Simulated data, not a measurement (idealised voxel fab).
Presented below is a process module, voxel capacitor over wiring.
In the cross-section labelled cut, the width is 250 nm and each square cell is 5 nm.
A cross-section in this document is a grid of square cells, and it is written down as bands, the top band listed before the ones below it; a band is made up of one or more rows of cells. Heights first: top, then bottom, in nm. Then materials, left to right, each with a width in nm. "everywhere" on a single material: fills the band edge to edge. "blank": empty space. Where do heights start? At 0: under that level the wafer as delivered is made of one material only. And the lowest band has no floor; it just carries on downward, as in "0 -> down". The notation "30->40" denotes a width that varies across the rows of cells in the band, beginning at the first number in the top row, finishing at the second number in the bottom row, and changing by an identical amount from each row to the next. Basically "nothing different" means that step didn't change any cell in the cross-section. "Closed void listing": empty spaces of 8 cells or more with no open way to the top, each given as width x height at distance, distance from the left edge, all in nm. That trailing text on a step's line, after the settings, is the simulator's own remark on the step. overlay nm: on a step with a mask, how far right of its planned place the mask lay; negative means left.
[Listed below are the process steps as planned]
| 1 | RECEIVE (material Si) |
| 2 | CONFORMAL_DEP (material SiO2; thk nm 15) |
| 3 | DIRECTIONAL_DEP (material TiN; thk nm 5) |
| 4 | DIRECTIONAL_DEP (material W; thk nm 20) |
| 5 | PATTERN (tone cover; mask id METAL_1; material resist; width nm 30; pitch nm 100; thk nm 15; overlay nm 0) |
| 6 | DIRECTIONAL_ETCH (etch materials W; depth nm 20) |
| 7 | DIRECTIONAL_ETCH (etch materials TiN; depth nm 5) |
| 8 | STRIP (etch materials resist) |
| 9 | FILL_DEP (material SiO2; thk nm 5) |
| 10 | CMP (height nm 40) |
| 11 | CONFORMAL_DEP (material SiCN; thk nm 5) |
| 12 | DIRECTIONAL_DEP (material SiO2; thk nm 20) |
| 13 | PATTERN (tone open; mask id PLUG_1; material resist; width nm 15; thk nm 15; overlay nm 0) |
| 14 | DIRECTIONAL_ETCH (etch materials SiO2; depth nm 20) |
| 15 | DIRECTIONAL_ETCH (etch materials SiCN; depth nm 5) |
| 16 | STRIP (etch materials resist) |
| 17 | EPI (material Ru; thk nm 10) |
| 18 | EPI (material Ru; thk nm 10) |
| 19 | EPI (material Ru; thk nm 5) |
| 20 | DIRECTIONAL_DEP (material TiN; thk nm 10) |
| 21 | DIRECTIONAL_DEP (material HfO2; thk nm 5) |
| 22 | DIRECTIONAL_DEP (material TiN; thk nm 10) |
| 23 | DIRECTIONAL_DEP (material aC; thk nm 15) |
| 24 | PATTERN (tone cover; mask id UPPER_PLATE; material resist; width nm 75; thk nm 35; overlay nm 0) |
| 25 | DIRECTIONAL_ETCH (etch materials aC; depth nm 15) |
| 26 | STRIP (etch materials resist) |
| 27 | DIRECTIONAL_ETCH (etch materials TiN; depth nm 10) |
| 28 | DIRECTIONAL_ETCH (etch materials HfO2; depth nm 5) |
| 29 | STRIP (etch materials aC) |
| 30 | DIRECTIONAL_DEP (material aC; thk nm 15) |
| 31 | PATTERN (tone cover; mask id LOWER_PLATE; material resist; width nm 85; thk nm 35; overlay nm 0) |
| 32 | DIRECTIONAL_ETCH (etch materials aC; depth nm 15) |
| 33 | STRIP (etch materials resist) |
| 34 | DIRECTIONAL_ETCH (etch materials TiN; depth nm 10) |
| 35 | STRIP (etch materials aC) |
| 36 | FILL_DEP (material SiO2; thk nm 15) |
| 37 | CMP (height nm 100) |
| 38 | DIRECTIONAL_DEP (material aC; thk nm 15) |
| 39 | PATTERN (tone open; mask id PLUG_2; material resist; width nm 15; thk nm 30; overlay nm 0) |
| 40 | DIRECTIONAL_ETCH (etch materials aC; depth nm 15) |
| 41 | STRIP (etch materials resist) |
| 42 | DIRECTIONAL_ETCH (etch materials SiO2; depth nm 10) |
| 43 | STRIP (etch materials aC) |
| 44 | CONFORMAL_DEP (material TiN; thk nm 5) |
| 45 | FILL_DEP (material W; thk nm 5) |
| 46 | CMP (height nm 100) |
| 47 | CONFORMAL_DEP (material SiCN; thk nm 5) |
[As received (post step 1): cross-section]
- 0 -> down  Si everywhere
- Closed void listing: none
[One mistake in running the module, otherwise start and plan as above: cross-section at the end]
- 105 -> 100  SiCN everywhere
- 100 -> 95  85 nm SiO2; 5 nm TiN; 5 nm W; 5 nm TiN; 150 nm SiO2
- 95 -> 90  85 nm SiO2; 15 nm TiN; 150 nm SiO2
- 90 -> 85  75 nm SiO2; 75 nm HfO2; 100 nm SiO2
- 85 -> 75  70 nm SiO2; 85 nm TiN; 95 nm SiO2
- 75 -> 65  TiN everywhere
- 65 -> 45  75 nm SiO2; 15 nm Ru; 160 nm SiO2
- 45 -> 40  75 nm SiCN; 15 nm Ru; 160 nm SiCN
- 40 -> 20  60 nm SiO2; 30 nm W; 70 nm SiO2; 30 nm W; 60 nm SiO2
- 20 -> 15  60 nm SiO2; 30 nm TiN; 70 nm SiO2; 30 nm TiN; 60 nm SiO2
- 15 -> 0  SiO2 everywhere
- 0 -> down  Si everywhere
- Closed void listing: none
Finding, execution versus plan: order of steps 21 and 22 inverted relative to the plan
